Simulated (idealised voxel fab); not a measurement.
The process module that follows is named voxel spacer lines.
cross-section cut | 295 nm wide | cells 5 nm
Cross-section format: a grid of square cells, given as bands from top to bottom; each band is one or more rows of cells.
In this notation a band is specified by the heights of its top and bottom, in that order and in nm, after which its materials appear from left to right, each paired with its width in nm. The word "everywhere" attached to a single material means that material fills the band from edge to edge; the word "blank" stands for empty space.
It should be noted that heights are counted from 0, beneath which the wafer as supplied is of one material throughout, and that the lowest band possesses no lower boundary but continues downward, as written in "0 down".
Quick explanation for "30..40": the width changes in equal steps down the rows of cells, from the first number in the band's top row to the second number in its bottom row.
A step reported as "changes: none" is a step in which no cell of the cross-section changed.
Enclosed void list: empty space of 8 cells or more with no open way to the top, each as width x height at its distance from the left edge, in nm
after a step's settings: what the simulator itself notes on the step
If you see "overlay nm" on a step's line and that step has a mask, it's telling you how far right of where it was planned the mask ended up; a negative number means it went left instead.
Everything after this point is organized in pairs: a cross-section before one process step, a cross-section after it that shows only as deep as the lowest changed band, and, under the pair, the intervening step with its settings. Because different runs of this module on the same starting wafer can supply different pairs, a pair continues from the pair above it only if its entry headed "Pre-process" says so.

PRE-PROCESS
	0 down | Si everywhere
	Enclosed void list: none

POST-PROCESS SECTION
	5 to 0 | Al2O3 everywhere
	For the remainder of the cross-section, below 0, there is no change.
	Enclosed void list: none
Before/after cross-sections above; step in between: op CONFORMAL_DEP | material Al2O3 | thk nm 5

Pre-process: the pre-step structure is the one depicted after the step in the pair just above.

POST-PROCESS SECTION
	20 to 5 | W everywhere
	For the remainder of the cross-section, below 5, there is no change.
	Enclosed void list: none
Before/after cross-sections above; step in between: op DIRECTIONAL_DEP | material W | thk nm 15

Pre-process: the pre-step structure is the one depicted after the step in the pair just above.

POST-PROCESS SECTION
	40 to 20 | aC everywhere
	For the remainder of the cross-section, below 20, there is no change.
	Enclosed void list: none
Before/after cross-sections above; step in between: op DIRECTIONAL_DEP | material aC | thk nm 20

Pre-process: the pre-step structure is the one depicted after the step in the pair just above.

POST-PROCESS SECTION
	65 to 40 | blank 75 / resist 20 / blank 40 / resist 20 / blank 40 / resist 20 / blank 80
	For the remainder of the cross-section, below 40, there is no change.
	Enclosed void list: none
Before/after cross-sections above; step in between: op PATTERN | tone cover | mask id MANDREL | material resist | width nm 20 | pitch nm 60 | thk nm 25 | overlay nm 0

Pre-process: the pre-step structure is the one depicted after the step in the pair just above.

POST-PROCESS SECTION
	45 to 40 | blank 75 / resist 20 / blank 40 / resist 20 / blank 40 / resist 20 / blank 80
	40 to 20 | blank 75 / aC 20 / blank 40 / aC 20 / blank 40 / aC 20 / blank 80
	For the remainder of the cross-section, below 20, there is no change.
	Enclosed void list: none
Before/after cross-sections above; step in between: op DIRECTIONAL_ETCH | etch materials aC | depth nm 20

Pre-process: the pre-step structure is the one depicted after the step in the pair just above.

POST-PROCESS SECTION
	40 to 20 | blank 75 / aC 20 / blank 40 / aC 20 / blank 40 / aC 20 / blank 80
	For the remainder of the cross-section, below 20, there is no change.
	Enclosed void list: none
Before/after cross-sections above; step in between: op STRIP | etch materials resist

Pre-process: the pre-step structure is the one depicted after the step in the pair just above.

POST-PROCESS SECTION
	50 to 40 | blank 65 / SiN 40 / blank 20 / SiN 40 / blank 20 / SiN 40 / blank 70
	40 to 30 | blank 65 / SiN 10 / aC 20 / SiN 10 / blank 20 / SiN 10 / aC 20 / SiN 10 / blank 20 / SiN 10 / aC 20 / SiN 10 / blank 70
	30 to 20 | SiN 75 / aC 20 / SiN 40 / aC 20 / SiN 40 / aC 20 / SiN 80
	For the remainder of the cross-section, below 20, there is no change.
	Enclosed void list: none
Before/after cross-sections above; step in between: op CONFORMAL_DEP | material SiN | thk nm 10

Pre-process: the pre-step structure is the one depicted after the step in the pair just above.

POST-PROCESS SECTION
	40 to 20 | blank 65 / SiN 10 / aC 20 / SiN 10 / blank 20 / SiN 10 / aC 20 / SiN 10 / blank 20 / SiN 10 / aC 20 / SiN 10 / blank 70
	For the remainder of the cross-section, below 20, there is no change.
	Enclosed void list: none
Before/after cross-sections above; step in between: op DIRECTIONAL_ETCH | etch materials SiN | depth nm 10

Pre-process: the pre-step structure is the one depicted after the step in the pair just above.

POST-PROCESS SECTION
	40 to 20 | blank 65 / SiN 10 / blank 20 / SiN 10 / blank 20 / SiN 10 / blank 20 / SiN 10 / blank 20 / SiN 10 / blank 20 / SiN 10 / blank 70
	For the remainder of the cross-section, below 20, there is no change.
	Enclosed void list: none
Before/after cross-sections above; step in between: op STRIP | etch materials aC

Pre-process: the pre-step structure is the one depicted after the step in the pair just above.

POST-PROCESS SECTION
	40 to 20 | blank 65 / SiN 10 / blank 20 / SiN 10 / blank 20 / SiN 10 / blank 20 / SiN 10 / blank 20 / SiN 10 / blank 20 / SiN 10 / blank 70
	20 to 5 | blank 65 / W 10 / blank 20 / W 10 / blank 20 / W 10 / blank 20 / W 10 / blank 20 / W 10 / blank 20 / W 10 / blank 70
	For the remainder of the cross-section, below 5, there is no change.
	Enclosed void list: none
Before/after cross-sections above; step in between: op DIRECTIONAL_ETCH | etch materials W | depth nm 15

Pre-process: the pre-step structure is the one depicted after the step in the pair just above.

POST-PROCESS SECTION
	20 to 5 | blank 65 / W 10 / blank 20 / W 10 / blank 20 / W 10 / blank 20 / W 10 / blank 20 / W 10 / blank 20 / W 10 / blank 70
	For the remainder of the cross-section, below 5, there is no change.
	Enclosed void list: none
Before/after cross-sections above; step in between: op STRIP | etch materials SiN

Pre-process: the pre-step structure is the one depicted after the step in the pair just above.

POST-PROCESS SECTION
	25 to 20 | lowk everywhere
	20 to 5 | lowk 65 / W 10 / lowk 20 / W 10 / lowk 20 / W 10 / lowk 20 / W 10 / lowk 20 / W 10 / lowk 20 / W 10 / lowk 70
	For the remainder of the cross-section, below 5, there is no change.
	Enclosed void list: none
Before/after cross-sections above; step in between: op FILL_DEP | material lowk | thk nm 5

Pre-process: the pre-step structure is the one depicted after the step in the pair just above.

POST-PROCESS SECTION
	20 to 5 | lowk 65 / W 10 / lowk 20 / W 10 / lowk 20 / W 10 / lowk 20 / W 10 / lowk 20 / W 10 / lowk 20 / W 10 / lowk 70
	For the remainder of the cross-section, below 5, there is no change.
	Enclosed void list: none
Before/after cross-sections above; step in between: op CMP | height nm 20

PRE-PROCESS
	0 down | Si everywhere
	Enclosed void list: none

POST-PROCESS SECTION
	15 to 0 | W everywhere
	For the remainder of the cross-section, below 0, there is no change.
	Enclosed void list: none
Before/after cross-sections above; step in between: op DIRECTIONAL_DEP | material W | thk nm 15

Pre-process: the pre-step structure is the one depicted after the step in the pair just above.

POST-PROCESS SECTION
	35 to 15 | aC everywhere
	For the remainder of the cross-section, below 15, there is no change.
	Enclosed void list: none
Before/after cross-sections above; step in between: op DIRECTIONAL_DEP | material aC | thk nm 20

Pre-process: the pre-step structure is the one depicted after the step in the pair just above.

POST-PROCESS SECTION
	60 to 35 | blank 75 / resist 20 / blank 40 / resist 20 / blank 40 / resist 20 / blank 80
	For the remainder of the cross-section, below 35, there is no change.
	Enclosed void list: none
Before/after cross-sections above; step in between: op PATTERN | tone cover | mask id MANDREL | material resist | width nm 20 | pitch nm 60 | thk nm 25 | overlay nm 0

Pre-process: the pre-step structure is the one depicted after the step in the pair just above.

POST-PROCESS SECTION
	40 to 35 | blank 75 / resist 20 / blank 40 / resist 20 / blank 40 / resist 20 / blank 80
	35 to 15 | blank 75 / aC 20 / blank 40 / aC 20 / blank 40 / aC 20 / blank 80
	For the remainder of the cross-section, below 15, there is no change.
	Enclosed void list: none
Before/after cross-sections above; step in between: op DIRECTIONAL_ETCH | etch materials aC | depth nm 20

Pre-process: the pre-step structure is the one depicted after the step in the pair just above.

POST-PROCESS SECTION
	35 to 15 | blank 75 / aC 20 / blank 40 / aC 20 / blank 40 / aC 20 / blank 80
	For the remainder of the cross-section, below 15, there is no change.
	Enclosed void list: none
Before/after cross-sections above; step in between: op STRIP | etch materials resist

Pre-process: the pre-step structure is the one depicted after the step in the pair just above.

POST-PROCESS SECTION
	45 to 35 | blank 65 / SiN 40 / blank 20 / SiN 40 / blank 20 / SiN 40 / blank 70
	35 to 25 | blank 65 / SiN 10 / aC 20 / SiN 10 / blank 20 / SiN 10 / aC 20 / SiN 10 / blank 20 / SiN 10 / aC 20 / SiN 10 / blank 70
	25 to 15 | SiN 75 / aC 20 / SiN 40 / aC 20 / SiN 40 / aC 20 / SiN 80
	For the remainder of the cross-section, below 15, there is no change.
	Enclosed void list: none
Before/after cross-sections above; step in between: op CONFORMAL_DEP | material SiN | thk nm 10

Pre-process: the pre-step structure is the one depicted after the step in the pair just above.

POST-PROCESS SECTION
	35 to 15 | blank 65 / SiN 10 / aC 20 / SiN 10 / blank 20 / SiN 10 / aC 20 / SiN 10 / blank 20 / SiN 10 / aC 20 / SiN 10 / blank 70
	For the remainder of the cross-section, below 15, there is no change.
	Enclosed void list: none
Before/after cross-sections above; step in between: op DIRECTIONAL_ETCH | etch materials SiN | depth nm 10

Pre-process: the pre-step structure is the one depicted after the step in the pair just above.

POST-PROCESS SECTION
	35 to 15 | blank 65 / SiN 10 / blank 20 / SiN 10 / blank 20 / SiN 10 / blank 20 / SiN 10 / blank 20 / SiN 10 / blank 20 / SiN 10 / blank 70
	For the remainder of the cross-section, below 15, there is no change.
	Enclosed void list: none
Before/after cross-sections above; step in between: op STRIP | etch materials aC

Pre-process: the pre-step structure is the one depicted after the step in the pair just above.

POST-PROCESS SECTION
	35 to 15 | blank 65 / SiN 10 / blank 20 / SiN 10 / blank 20 / SiN 10 / blank 20 / SiN 10 / blank 20 / SiN 10 / blank 20 / SiN 10 / blank 70
	15 to 0 | blank 65 / W 10 / blank 20 / W 10 / blank 20 / W 10 / blank 20 / W 10 / blank 20 / W 10 / blank 20 / W 10 / blank 70
	For the remainder of the cross-section, below 0, there is no change.
	Enclosed void list: none
Before/after cross-sections above; step in between: op DIRECTIONAL_ETCH | etch materials W | depth nm 15

Pre-process: the pre-step structure is the one depicted after the step in the pair just above.

POST-PROCESS SECTION
	15 to 0 | blank 65 / W 10 / blank 20 / W 10 / blank 20 / W 10 / blank 20 / W 10 / blank 20 / W 10 / blank 20 / W 10 / blank 70
	For the remainder of the cross-section, below 0, there is no change.
	Enclosed void list: none
Before/after cross-sections above; step in between: op STRIP | etch materials SiN

Pre-process: the pre-step structure is the one depicted after the step in the pair just above.

POST-PROCESS SECTION
	20 to 15 | lowk everywhere
	15 to 0 | lowk 65 / W 10 / lowk 20 / W 10 / lowk 20 / W 10 / lowk 20 / W 10 / lowk 20 / W 10 / lowk 20 / W 10 / lowk 70
	For the remainder of the cross-section, below 0, there is no change.
	Enclosed void list: none
Before/after cross-sections above; step in between: op FILL_DEP | material lowk | thk nm 5

PRE-PROCESS
	5 to 0 | Al2O3 everywhere
	0 down | Si everywhere
	Enclosed void list: none

POST-PROCESS SECTION
	25 to 5 | aC everywhere
	For the remainder of the cross-section, below 5, there is no change.
	Enclosed void list: none
Before/after cross-sections above; step in between: op DIRECTIONAL_DEP | material aC | thk nm 20

Pre-process: the pre-step structure is the one depicted after the step in the pair just above.

POST-PROCESS SECTION
	40 to 25 | W everywhere
	For the remainder of the cross-section, below 25, there is no change.
	Enclosed void list: none
Before/after cross-sections above; step in between: op DIRECTIONAL_DEP | material W | thk nm 15

Pre-process: the pre-step structure is the one depicted after the step in the pair just above.

POST-PROCESS SECTION
	65 to 40 | blank 75 / resist 20 / blank 40 / resist 20 / blank 40 / resist 20 / blank 80
	For the remainder of the cross-section, below 40, there is no change.
	Enclosed void list: none
Before/after cross-sections above; step in between: op PATTERN | tone cover | mask id MANDREL | material resist | width nm 20 | pitch nm 60 | thk nm 25 | overlay nm 0

Pre-process: the pre-step structure is the one depicted after the step in the pair just above.

POST-PROCESS SECTION
	45 to 40 | blank 75 / resist 20 / blank 40 / resist 20 / blank 40 / resist 20 / blank 80
	For the remainder of the cross-section, below 40, there is no change.
	Enclosed void list: none
Before/after cross-sections above; step in between: op DIRECTIONAL_ETCH | etch materials aC | depth nm 20

Pre-process: the pre-step structure is the one depicted after the step in the pair just above.

POST-PROCESS SECTION
	40 to 25 | W everywhere
	For the remainder of the cross-section, below 25, there is no change.
	Enclosed void list: none
Before/after cross-sections above; step in between: op STRIP | etch materials resist

Pre-process: the pre-step structure is the one depicted after the step in the pair just above.

POST-PROCESS SECTION
	50 to 40 | SiN everywhere
	For the remainder of the cross-section, below 40, there is no change.
	Enclosed void list: none
Before/after cross-sections above; step in between: op CONFORMAL_DEP | material SiN | thk nm 10

Pre-process: the pre-step structure is the one depicted after the step in the pair just above.

POST-PROCESS SECTION
	40 to 25 | W everywhere
	For the remainder of the cross-section, below 25, there is no change.
	Enclosed void list: none
Before/after cross-sections above; step in between: op DIRECTIONAL_ETCH | etch materials SiN | depth nm 10

Pre-process: the pre-step structure is the one depicted after the step in the pair just above.

POST-PROCESS SECTION
	25 to 5 | aC everywhere
	For the remainder of the cross-section, below 5, there is no change.
	Enclosed void list: none
Before/after cross-sections above; step in between: op DIRECTIONAL_ETCH | etch materials W | depth nm 15

Pre-process: the pre-step structure is the one depicted after the step in the pair just above.

POST-PROCESS SECTION
	30 to 25 | lowk everywhere
	For the remainder of the cross-section, below 25, there is no change.
	Enclosed void list: none
Before/after cross-sections above; step in between: op FILL_DEP | material lowk | thk nm 5

Pre-process: the pre-step structure is the one depicted after the step in the pair just above.

POST-PROCESS SECTION
	20 to 5 | aC everywhere
	For the remainder of the cross-section, below 5, there is no change.
	Enclosed void list: none
Before/after cross-sections above; step in between: op CMP | height nm 20

PRE-PROCESS
	25 to 20 | lowk everywhere
	20 to 5 | lowk 65 / W 10 / lowk 20 / W 10 / lowk 20 / W 10 / lowk 20 / W 10 / lowk 20 / W 10 / lowk 20 / W 10 / lowk 70
	5 to 0 | Al2O3 everywhere
	0 down | Si everywhere
	Enclosed void list: none

POST-PROCESS SECTION
	15 to 5 | lowk 65 / W 10 / lowk 20 / W 10 / lowk 20 / W 10 / lowk 20 / W 10 / lowk 20 / W 10 / lowk 20 / W 10 / lowk 70
	For the remainder of the cross-section, below 5, there is no change.
	Enclosed void list: none
Before/after cross-sections above; step in between: op CMP | height nm 15

PRE-PROCESS
	40 to 20 | aC everywhere
	20 to 5 | W everywhere
	5 to 0 | Al2O3 everywhere
	0 down | Si everywhere
	Enclosed void list: none

POST-PROCESS SECTION
	65 to 40 | blank 75 / resist 25 / blank 35 / resist 25 / blank 35 / resist 25 / blank 75
	For the remainder of the cross-section, below 40, there is no change.
	Enclosed void list: none
Before/after cross-sections above; step in between: op PATTERN | tone cover | mask id MANDREL | material resist | width nm 25 | pitch nm 60 | thk nm 25 | overlay nm 0

Pre-process: the pre-step structure is the one depicted after the step in the pair just above.

POST-PROCESS SECTION
	45 to 40 | blank 75 / resist 25 / blank 35 / resist 25 / blank 35 / resist 25 / blank 75
	40 to 20 | blank 75 / aC 25 / blank 35 / aC 25 / blank 35 / aC 25 / blank 75
	For the remainder of the cross-section, below 20, there is no change.
	Enclosed void list: none
Before/after cross-sections above; step in between: op DIRECTIONAL_ETCH | etch materials aC | depth nm 20

Pre-process: the pre-step structure is the one depicted after the step in the pair just above.

POST-PROCESS SECTION
	40 to 20 | blank 75 / aC 25 / blank 35 / aC 25 / blank 35 / aC 25 / blank 75
	For the remainder of the cross-section, below 20, there is no change.
	Enclosed void list: none
Before/after cross-sections above; step in between: op STRIP | etch materials resist

Pre-process: the pre-step structure is the one depicted after the step in the pair just above.

POST-PROCESS SECTION
	50 to 40 | blank 65 / SiN 45 / blank 15 / SiN 45 / blank 15 / SiN 45 / blank 65
	40 to 30 | blank 65 / SiN 10 / aC 25 / SiN 10 / blank 15 / SiN 10 / aC 25 / SiN 10 / blank 15 / SiN 10 / aC 25 / SiN 10 / blank 65
	30 to 20 | SiN 75 / aC 25 / SiN 35 / aC 25 / SiN 35 / aC 25 / SiN 75
	For the remainder of the cross-section, below 20, there is no change.
	Enclosed void list: none
Before/after cross-sections above; step in between: op CONFORMAL_DEP | material SiN | thk nm 10

Pre-process: the pre-step structure is the one depicted after the step in the pair just above.

POST-PROCESS SECTION
	40 to 20 | blank 65 / SiN 10 / aC 25 / SiN 10 / blank 15 / SiN 10 / aC 25 / SiN 10 / blank 15 / SiN 10 / aC 25 / SiN 10 / blank 65
	For the remainder of the cross-section, below 20, there is no change.
	Enclosed void list: none
Before/after cross-sections above; step in between: op DIRECTIONAL_ETCH | etch materials SiN | depth nm 10

Pre-process: the pre-step structure is the one depicted after the step in the pair just above.

POST-PROCESS SECTION
	40 to 20 | blank 65 / SiN 10 / blank 25 / SiN 10 / blank 15 / SiN 10 / blank 25 / SiN 10 / blank 15 / SiN 10 / blank 25 / SiN 10 / blank 65
	For the remainder of the cross-section, below 20, there is no change.
	Enclosed void list: none
Before/after cross-sections above; step in between: op STRIP | etch materials aC

Pre-process: the pre-step structure is the one depicted after the step in the pair just above.

POST-PROCESS SECTION
	40 to 20 | blank 65 / SiN 10 / blank 25 / SiN 10 / blank 15 / SiN 10 / blank 25 / SiN 10 / blank 15 / SiN 10 / blank 25 / SiN 10 / blank 65
	20 to 5 | blank 65 / W 10 / blank 25 / W 10 / blank 15 / W 10 / blank 25 / W 10 / blank 15 / W 10 / blank 25 / W 10 / blank 65
	For the remainder of the cross-section, below 5, there is no change.
	Enclosed void list: none
Before/after cross-sections above; step in between: op DIRECTIONAL_ETCH | etch materials W | depth nm 15

Pre-process: the pre-step structure is the one depicted after the step in the pair just above.

POST-PROCESS SECTION
	20 to 5 | blank 65 / W 10 / blank 25 / W 10 / blank 15 / W 10 / blank 25 / W 10 / blank 15 / W 10 / blank 25 / W 10 / blank 65
	For the remainder of the cross-section, below 5, there is no change.
	Enclosed void list: none
Before/after cross-sections above; step in between: op STRIP | etch materials SiN

Pre-process: the pre-step structure is the one depicted after the step in the pair just above.

POST-PROCESS SECTION
	25 to 20 | lowk everywhere
	20 to 5 | lowk 65 / W 10 / lowk 25 / W 10 / lowk 15 / W 10 / lowk 25 / W 10 / lowk 15 / W 10 / lowk 25 / W 10 / lowk 65
	For the remainder of the cross-section, below 5, there is no change.
	Enclosed void list: none
Before/after cross-sections above; step in between: op FILL_DEP | material lowk | thk nm 5

Pre-process: the pre-step structure is the one depicted after the step in the pair just above.

POST-PROCESS SECTION
	20 to 5 | lowk 65 / W 10 / lowk 25 / W 10 / lowk 15 / W 10 / lowk 25 / W 10 / lowk 15 / W 10 / lowk 25 / W 10 / lowk 65
	For the remainder of the cross-section, below 5, there is no change.
	Enclosed void list: none
Before/after cross-sections above; step in between: op CMP | height nm 20

PRE-PROCESS
	40 to 20 | aC everywhere
	20 to 5 | W everywhere
	5 to 0 | Al2O3 everywhere
	0 down | Si everywhere
	Enclosed void list: none

POST-PROCESS SECTION
	65 to 40 | blank 85 / resist 20 / blank 40 / resist 20 / blank 40 / resist 20 / blank 70
	For the remainder of the cross-section, below 40, there is no change.
	Enclosed void list: none
Before/after cross-sections above; step in between: op PATTERN | tone cover | mask id MANDREL | material resist | width nm 20 | pitch nm 60 | thk nm 25 | overlay nm 10

Pre-process: the pre-step structure is the one depicted after the step in the pair just above.

POST-PROCESS SECTION
	45 to 40 | blank 85 / resist 20 / blank 40 / resist 20 / blank 40 / resist 20 / blank 70
	40 to 20 | blank 85 / aC 20 / blank 40 / aC 20 / blank 40 / aC 20 / blank 70
	For the remainder of the cross-section, below 20, there is no change.
	Enclosed void list: none
Before/after cross-sections above; step in between: op DIRECTIONAL_ETCH | etch materials aC | depth nm 20

Pre-process: the pre-step structure is the one depicted after the step in the pair just above.

POST-PROCESS SECTION
	40 to 20 | blank 85 / aC 20 / blank 40 / aC 20 / blank 40 / aC 20 / blank 70
	For the remainder of the cross-section, below 20, there is no change.
	Enclosed void list: none
Before/after cross-sections above; step in between: op STRIP | etch materials resist

Pre-process: the pre-step structure is the one depicted after the step in the pair just above.

POST-PROCESS SECTION
	50 to 40 | blank 75 / SiN 40 / blank 20 / SiN 40 / blank 20 / SiN 40 / blank 60
	40 to 30 | blank 75 / SiN 10 / aC 20 / SiN 10 / blank 20 / SiN 10 / aC 20 / SiN 10 / blank 20 / SiN 10 / aC 20 / SiN 10 / blank 60
	30 to 20 | SiN 85 / aC 20 / SiN 40 / aC 20 / SiN 40 / aC 20 / SiN 70
	For the remainder of the cross-section, below 20, there is no change.
	Enclosed void list: none
Before/after cross-sections above; step in between: op CONFORMAL_DEP | material SiN | thk nm 10

Pre-process: the pre-step structure is the one depicted after the step in the pair just above.

POST-PROCESS SECTION
	40 to 20 | blank 75 / SiN 10 / aC 20 / SiN 10 / blank 20 / SiN 10 / aC 20 / SiN 10 / blank 20 / SiN 10 / aC 20 / SiN 10 / blank 60
	For the remainder of the cross-section, below 20, there is no change.
	Enclosed void list: none
Before/after cross-sections above; step in between: op DIRECTIONAL_ETCH | etch materials SiN | depth nm 10

Pre-process: the pre-step structure is the one depicted after the step in the pair just above.

POST-PROCESS SECTION
	40 to 20 | blank 75 / SiN 10 / blank 20 / SiN 10 / blank 20 / SiN 10 / blank 20 / SiN 10 / blank 20 / SiN 10 / blank 20 / SiN 10 / blank 60
	For the remainder of the cross-section, below 20, there is no change.
	Enclosed void list: none
Before/after cross-sections above; step in between: op STRIP | etch materials aC

Pre-process: the pre-step structure is the one depicted after the step in the pair just above.

POST-PROCESS SECTION
	40 to 20 | blank 75 / SiN 10 / blank 20 / SiN 10 / blank 20 / SiN 10 / blank 20 / SiN 10 / blank 20 / SiN 10 / blank 20 / SiN 10 / blank 60
	20 to 5 | blank 75 / W 10 / blank 20 / W 10 / blank 20 / W 10 / blank 20 / W 10 / blank 20 / W 10 / blank 20 / W 10 / blank 60
	For the remainder of the cross-section, below 5, there is no change.
	Enclosed void list: none
Before/after cross-sections above; step in between: op DIRECTIONAL_ETCH | etch materials W | depth nm 15

Pre-process: the pre-step structure is the one depicted after the step in the pair just above.

POST-PROCESS SECTION
	20 to 5 | blank 75 / W 10 / blank 20 / W 10 / blank 20 / W 10 / blank 20 / W 10 / blank 20 / W 10 / blank 20 / W 10 / blank 60
	For the remainder of the cross-section, below 5, there is no change.
	Enclosed void list: none
Before/after cross-sections above; step in between: op STRIP | etch materials SiN

Pre-process: the pre-step structure is the one depicted after the step in the pair just above.

POST-PROCESS SECTION
	25 to 20 | lowk everywhere
	20 to 5 | lowk 75 / W 10 / lowk 20 / W 10 / lowk 20 / W 10 / lowk 20 / W 10 / lowk 20 / W 10 / lowk 20 / W 10 / lowk 60
	For the remainder of the cross-section, below 5, there is no change.
	Enclosed void list: none
Before/after cross-sections above; step in between: op FILL_DEP | material lowk | thk nm 5

Pre-process: the pre-step structure is the one depicted after the step in the pair just above.

POST-PROCESS SECTION
	20 to 5 | lowk 75 / W 10 / lowk 20 / W 10 / lowk 20 / W 10 / lowk 20 / W 10 / lowk 20 / W 10 / lowk 20 / W 10 / lowk 60
	For the remainder of the cross-section, below 5, there is no change.
	Enclosed void list: none
Before/after cross-sections above; step in between: op CMP | height nm 20

PRE-PROCESS
	20 to 5 | blank 65 / W 10 / blank 20 / W 10 / blank 20 / W 10 / blank 20 / W 10 / blank 20 / W 10 / blank 20 / W 10 / blank 70
	5 to 0 | Al2O3 everywhere
	0 down | Si everywhere
	Enclosed void list: none

POST-PROCESS SECTION
	25 to 20 | SiN everywhere
	20 to 5 | SiN 65 / W 10 / SiN 20 / W 10 / SiN 20 / W 10 / SiN 20 / W 10 / SiN 20 / W 10 / SiN 20 / W 10 / SiN 70
	For the remainder of the cross-section, below 5, there is no change.
	Enclosed void list: none
Before/after cross-sections above; step in between: op FILL_DEP | material SiN | thk nm 5

Pre-process: the pre-step structure is the one depicted after the step in the pair just above.

POST-PROCESS SECTION
	20 to 5 | SiN 65 / W 10 / SiN 20 / W 10 / SiN 20 / W 10 / SiN 20 / W 10 / SiN 20 / W 10 / SiN 20 / W 10 / SiN 70
	For the remainder of the cross-section, below 5, there is no change.
	Enclosed void list: none
Before/after cross-sections above; step in between: op CMP | height nm 20
